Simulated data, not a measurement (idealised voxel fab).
voxel gate over fins: a process module
The cross-section on display is named cut; it measures 285 nm wide, and its cells are 5 nm squares.
Heads up, the way a cross-section reads in here is a grid of square cells, handed over as bands from the top down, with every band being one or more rows of cells.
Basically the band line says how high the top is and how high the bottom is, in nm, and then what's in it from left to right, every material with its width in nm. Empty space shows up as "blank", and if a single material carries "throughout" it runs the full band edge to edge.
Basically, 0 is our baseline, since under it the wafer straight out of the box is all one material. The bottom band has no lower end and keeps on going down, so it looks like "z 0 and below".
So if you see something like "30 to 40" for the width, read it as the top row of the band sitting at the first number and the bottom row at the second, with every row in between moving by the same amount as the last.
Where the words "nothing got changed" appear for a step, the cross-section shows no cell changed by that step; every cell remained as before.
"Enclosed internal cavities" specifies each empty space that is not open to the top and that occupies no fewer than 8 cells, using the form width x height at distance, the distance measured from the left edge and all three quantities in nm.
Read whatever lies past the settings on a step's line as the simulator's own remark about the step.
"overlay nm" answers the question of how far to the right of plan the mask lay on a step that has a mask, and when it is negative the answer is to the left.

### Planned step list for the process
1: RECEIVE, material Si
2: CONFORMAL_DEP, material SiN, thk nm 10
3: MASKED_ETCH, tone cover, mask id FINS, width nm 15, pitch nm 40, etch materials SiN, depth nm 10, overlay nm 0
4: MASKED_ETCH, tone cover, mask id FINS, width nm 15, pitch nm 40, etch materials Si, depth nm 40, overlay nm 0
5: OXIDIZE, depth nm 5
6: FILL_DEP, material SiO2, thk nm 10
7: CMP, height nm 10
8: SELECTIVE_ETCH, etch materials SiO2, depth nm 25
9: STRIP, etch materials SiN
10: CONFORMAL_DEP, material HfO2, thk nm 5
11: CONFORMAL_DEP, material TiN, thk nm 5
12: FILL_DEP, material W, thk nm 15
13: CMP, height nm 20
14: CONFORMAL_DEP, material SiN, thk nm 5

### Cross-section of the incoming wafer, state after step 1
    z 0 and below: Si throughout
    Enclosed internal cavities: none

### Final cross-section, module run with one mistake (start and plan as above)
    z 25 to 20: SiN throughout
    z 20 to 10: W throughout
    z 10 to 5: 70 nm W; 25 nm TiN; 15 nm W; 25 nm TiN; 15 nm W; 25 nm TiN; 15 nm W; 25 nm TiN; 70 nm W
    z 5 to 0: 70 nm W; 5 nm TiN; 15 nm HfO2; 5 nm TiN; 15 nm W; 5 nm TiN; 15 nm HfO2; 5 nm TiN; 15 nm W; 5 nm TiN; 15 nm HfO2; 5 nm TiN; 15 nm W; 5 nm TiN; 15 nm HfO2; 5 nm TiN; 70 nm W
    z 0 to -30: 70 nm W; 5 nm TiN; 5 nm HfO2; 5 nm Si; 5 nm HfO2; 5 nm TiN; 15 nm W; 5 nm TiN; 5 nm HfO2; 5 nm Si; 5 nm HfO2; 5 nm TiN; 15 nm W; 5 nm TiN; 5 nm HfO2; 5 nm Si; 5 nm HfO2; 5 nm TiN; 15 nm W; 5 nm TiN; 5 nm HfO2; 5 nm Si; 5 nm HfO2; 5 nm TiN; 70 nm W
    z -30 to -35: 75 nm TiN; 5 nm HfO2; 5 nm Si; 5 nm HfO2; 25 nm TiN; 5 nm HfO2; 5 nm Si; 5 nm HfO2; 25 nm TiN; 5 nm HfO2; 5 nm Si; 5 nm HfO2; 25 nm TiN; 5 nm HfO2; 5 nm Si; 5 nm HfO2; 75 nm TiN
    z -35 to -40: 80 nm HfO2; 5 nm Si; 35 nm HfO2; 5 nm Si; 35 nm HfO2; 5 nm Si; 35 nm HfO2; 5 nm Si; 80 nm HfO2
    z -40 to -45: 80 nm SiO2; 5 nm Si; 35 nm SiO2; 5 nm Si; 35 nm SiO2; 5 nm Si; 35 nm SiO2; 5 nm Si; 80 nm SiO2
    z -45 and below: Si throughout
    Enclosed internal cavities: none
Want to know what went wrong? twice, step 8 of the plan was run
